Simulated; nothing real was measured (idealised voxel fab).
process module | voxel wiring stack
cross-section cut | 180 nm wide | cells 5 nm
A cross-section is a grid of square cells, given in bands from the top down. A band is one or more rows of cells.
Each band's line starts with the height of the band's top and of its bottom, in nm. Then come its materials from left to right, each with its width in nm. One material with "throughout" fills the band from edge to edge. "air" is empty space.
Height 0 is the level under which the wafer as received is all one material. The lowest band goes on downwards, as in "0 down".
A width such as "30 to 40" changes by the same amount from each row of cells to the next, from the band's top row to its bottom row.
"no change" after a step means that no cell of the cross-section changed.
closed voids: empty space of 8 cells or more with no open way to the top, each as width x height at its distance from the left edge, in nm
after a step's settings: what the simulator itself notes on the step
overlay nm, on a step with a mask: how far to the right of its planned place the mask lay; to the left if negative
plan
1 op RECEIVE | material Si
2 op CONFORMAL_DEP | material SiO2 | thk nm 10
3 op DIRECTIONAL_DEP | material TiN | thk nm 5
4 op DIRECTIONAL_DEP | material W | thk nm 15
5 op DIRECTIONAL_DEP | material aC | thk nm 15
6 op PATTERN | tone cover | mask id METAL_1 | material resist | width nm 20 | pitch nm 45 | thk nm 30 | overlay nm 0
7 op DIRECTIONAL_ETCH | etch materials aC | depth nm 15
8 op STRIP | etch materials resist
9 op DIRECTIONAL_ETCH | etch materials W | depth nm 15
10 op DIRECTIONAL_ETCH | etch materials TiN | depth nm 5
11 op STRIP | etch materials aC
12 op FILL_DEP | material SiO2 | thk nm 10
13 op CMP | height nm 30
14 op CONFORMAL_DEP | material SiCN | thk nm 5
15 op DIRECTIONAL_DEP | material lowk | thk nm 35
16 op DIRECTIONAL_DEP | material aC | thk nm 15
17 op PATTERN | tone open | mask id METAL_2_HOLES | material resist | width nm 15 | thk nm 35 | overlay nm 0
18 op DIRECTIONAL_ETCH | etch materials aC | depth nm 15
19 op STRIP | etch materials resist
20 op DIRECTIONAL_ETCH | etch materials lowk | depth nm 35
21 op STRIP | etch materials aC
22 op DIRECTIONAL_DEP | material aC | thk nm 15
23 op PATTERN | tone open | mask id METAL_2 | material resist | width nm 20 | pitch nm 45 | thk nm 30 | overlay nm 0
24 op DIRECTIONAL_ETCH | etch materials aC | depth nm 15
25 op STRIP | etch materials resist
26 op DIRECTIONAL_ETCH | etch materials lowk | depth nm 20
27 op DIRECTIONAL_ETCH | etch materials SiCN | depth nm 5
28 op STRIP | etch materials aC
29 op CONFORMAL_DEP | material TiN | thk nm 5
30 op FILL_DEP | material Cu | thk nm 5
31 op CMP | height nm 70
32 op CONFORMAL_DEP | material SiN | thk nm 5
first wafer, as planned
as received, after step 1
  0 down: Si throughout
  closed voids: none
after step 2
  10 to 0: SiO2 throughout
  below 0: unchanged
after step 3
  15 to 10: TiN throughout
  below 10: unchanged
after step 4
  30 to 15: W throughout
  below 15: unchanged
after step 5
  45 to 30: aC throughout
  below 30: unchanged
after step 6
  75 to 45: air 55 | resist 20 | air 25 | resist 20 | air 60
  below 45: unchanged
after step 7
  60 to 45: air 55 | resist 20 | air 25 | resist 20 | air 60
  45 to 30: air 55 | aC 20 | air 25 | aC 20 | air 60
  below 30: unchanged
after step 8
  45 to 30: air 55 | aC 20 | air 25 | aC 20 | air 60
  below 30: unchanged
after step 9
  45 to 30: air 55 | aC 20 | air 25 | aC 20 | air 60
  30 to 15: air 55 | W 20 | air 25 | W 20 | air 60
  below 15: unchanged
after step 10
  45 to 30: air 55 | aC 20 | air 25 | aC 20 | air 60
  30 to 15: air 55 | W 20 | air 25 | W 20 | air 60
  15 to 10: air 55 | TiN 20 | air 25 | TiN 20 | air 60
  below 10: unchanged
after step 11
  30 to 15: air 55 | W 20 | air 25 | W 20 | air 60
  below 15: unchanged
after step 12
  40 to 30: SiO2 throughout
  30 to 15: SiO2 55 | W 20 | SiO2 25 | W 20 | SiO2 60
  15 to 10: SiO2 55 | TiN 20 | SiO2 25 | TiN 20 | SiO2 60
  below 10: unchanged
after step 13
  30 to 15: SiO2 55 | W 20 | SiO2 25 | W 20 | SiO2 60
  below 15: unchanged
after step 14
  35 to 30: SiCN throughout
  below 30: unchanged
after step 15
  70 to 35: lowk throughout
  below 35: unchanged
after step 16
  85 to 70: aC throughout
  below 70: unchanged
after step 17
  120 to 85: resist 55 | air 15 | resist 110
  below 85: unchanged
after step 18
  105 to 85: resist 55 | air 15 | resist 110
  85 to 70: aC 55 | air 15 | aC 110
  below 70: unchanged
after step 19
  85 to 70: aC 55 | air 15 | aC 110
  below 70: unchanged
after step 20
  85 to 70: aC 55 | air 15 | aC 110
  70 to 35: lowk 55 | air 15 | lowk 110
  below 35: unchanged
after step 21
  70 to 35: lowk 55 | air 15 | lowk 110
  below 35: unchanged
after step 22
  85 to 70: aC 55 | air 15 | aC 110
  70 to 50: lowk 55 | air 15 | lowk 110
  50 to 35: lowk 55 | aC 15 | lowk 110
  below 35: unchanged
after step 23
  115 to 85: resist 55 | air 20 | resist 25 | air 20 | resist 60
  below 85: unchanged
after step 24
  100 to 85: resist 55 | air 20 | resist 25 | air 20 | resist 60
  85 to 70: aC 55 | air 20 | aC 25 | air 20 | aC 60
  70 to 35: lowk 55 | air 15 | lowk 110
  below 35: unchanged
after step 25
  85 to 70: aC 55 | air 20 | aC 25 | air 20 | aC 60
  below 70: unchanged
after step 26
  85 to 70: aC 55 | air 20 | aC 25 | air 20 | aC 60
  70 to 50: lowk 55 | air 20 | lowk 25 | air 20 | lowk 60
  below 50: unchanged
after step 27
  85 to 70: aC 55 | air 20 | aC 25 | air 20 | aC 60
  70 to 50: lowk 55 | air 20 | lowk 25 | air 20 | lowk 60
  50 to 35: lowk 55 | air 15 | lowk 110
  35 to 30: SiCN 55 | air 15 | SiCN 110
  below 30: unchanged
after step 28
  70 to 50: lowk 55 | air 20 | lowk 25 | air 20 | lowk 60
  below 50: unchanged
after step 29
  75 to 70: TiN 60 | air 10 | TiN 35 | air 10 | TiN 65
  70 to 55: lowk 55 | TiN 5 | air 10 | TiN 5 | lowk 25 | TiN 5 | air 10 | TiN 5 | lowk 60
  55 to 50: lowk 55 | TiN 5 | air 5 | TiN 10 | lowk 25 | TiN 20 | lowk 60
  50 to 35: lowk 55 | TiN 5 | air 5 | TiN 5 | lowk 110
  35 to 30: SiCN 55 | TiN 15 | SiCN 110
  below 30: unchanged
after step 30
  80 to 75: Cu throughout
  75 to 70: TiN 60 | Cu 10 | TiN 35 | Cu 10 | TiN 65
  70 to 55: lowk 55 | TiN 5 | Cu 10 | TiN 5 | lowk 25 | TiN 5 | Cu 10 | TiN 5 | lowk 60
  55 to 50: lowk 55 | TiN 5 | Cu 5 | TiN 10 | lowk 25 | TiN 20 | lowk 60
  50 to 35: lowk 55 | TiN 5 | Cu 5 | TiN 5 | lowk 110
  below 35: unchanged
after step 31
  70 to 55: lowk 55 | TiN 5 | Cu 10 | TiN 5 | lowk 25 | TiN 5 | Cu 10 | TiN 5 | lowk 60
  below 55: unchanged
after step 32
  75 to 70: SiN throughout
  below 70: unchanged
second wafer: like start, like plan, one mistake. Through step 22 it matches the first wafer
when step 23 should have ended
  115 to 85: resist 50 | air 30 | resist 15 | air 30 | resist 55
  below 85: unchanged
when step 24 should have ended
  100 to 85: resist 50 | air 30 | resist 15 | air 30 | resist 55
  85 to 70: aC 50 | air 30 | aC 15 | air 30 | aC 55
  70 to 35: lowk 55 | air 15 | lowk 110
  below 35: unchanged
when step 25 should have ended
  85 to 70: aC 50 | air 30 | aC 15 | air 30 | aC 55
  below 70: unchanged
when step 26 should have ended
  85 to 70: aC 50 | air 30 | aC 15 | air 30 | aC 55
  70 to 50: lowk 50 | air 30 | lowk 15 | air 30 | lowk 55
  below 50: unchanged
when step 27 should have ended
  85 to 70: aC 50 | air 30 | aC 15 | air 30 | aC 55
  70 to 50: lowk 50 | air 30 | lowk 15 | air 30 | lowk 55
  50 to 35: lowk 55 | air 15 | lowk 110
  35 to 30: SiCN 55 | air 15 | SiCN 110
  below 30: unchanged
when step 28 should have ended
  70 to 50: lowk 50 | air 30 | lowk 15 | air 30 | lowk 55
  below 50: unchanged
when step 29 should have ended
  75 to 70: TiN 55 | air 20 | TiN 25 | air 20 | TiN 60
  70 to 55: lowk 50 | TiN 5 | air 20 | TiN 5 | lowk 15 | TiN 5 | air 20 | TiN 5 | lowk 55
  55 to 50: lowk 50 | TiN 10 | air 5 | TiN 15 | lowk 15 | TiN 30 | lowk 55
  50 to 35: lowk 55 | TiN 5 | air 5 | TiN 5 | lowk 110
  35 to 30: SiCN 55 | TiN 15 | SiCN 110
  below 30: unchanged
when step 30 should have ended
  80 to 75: Cu throughout
  75 to 70: TiN 55 | Cu 20 | TiN 25 | Cu 20 | TiN 60
  70 to 55: lowk 50 | TiN 5 | Cu 20 | TiN 5 | lowk 15 | TiN 5 | Cu 20 | TiN 5 | lowk 55
  55 to 50: lowk 50 | TiN 10 | Cu 5 | TiN 15 | lowk 15 | TiN 30 | lowk 55
  50 to 35: lowk 55 | TiN 5 | Cu 5 | TiN 5 | lowk 110
  below 35: unchanged
when step 31 should have ended
  70 to 55: lowk 50 | TiN 5 | Cu 20 | TiN 5 | lowk 15 | TiN 5 | Cu 20 | TiN 5 | lowk 55
  below 55: unchanged
when step 32 should have ended
  75 to 70: SiN throughout
  below 70: unchanged
what went wrong: step 23 ran as: op PATTERN | tone open | mask id METAL_2 | material resist | width nm 30 | pitch nm 45 | thk nm 30 | overlay nm 0
at the end the second wafer has, in cells: 12 more of Cu | 4 more of TiN | 16 fewer of lowk
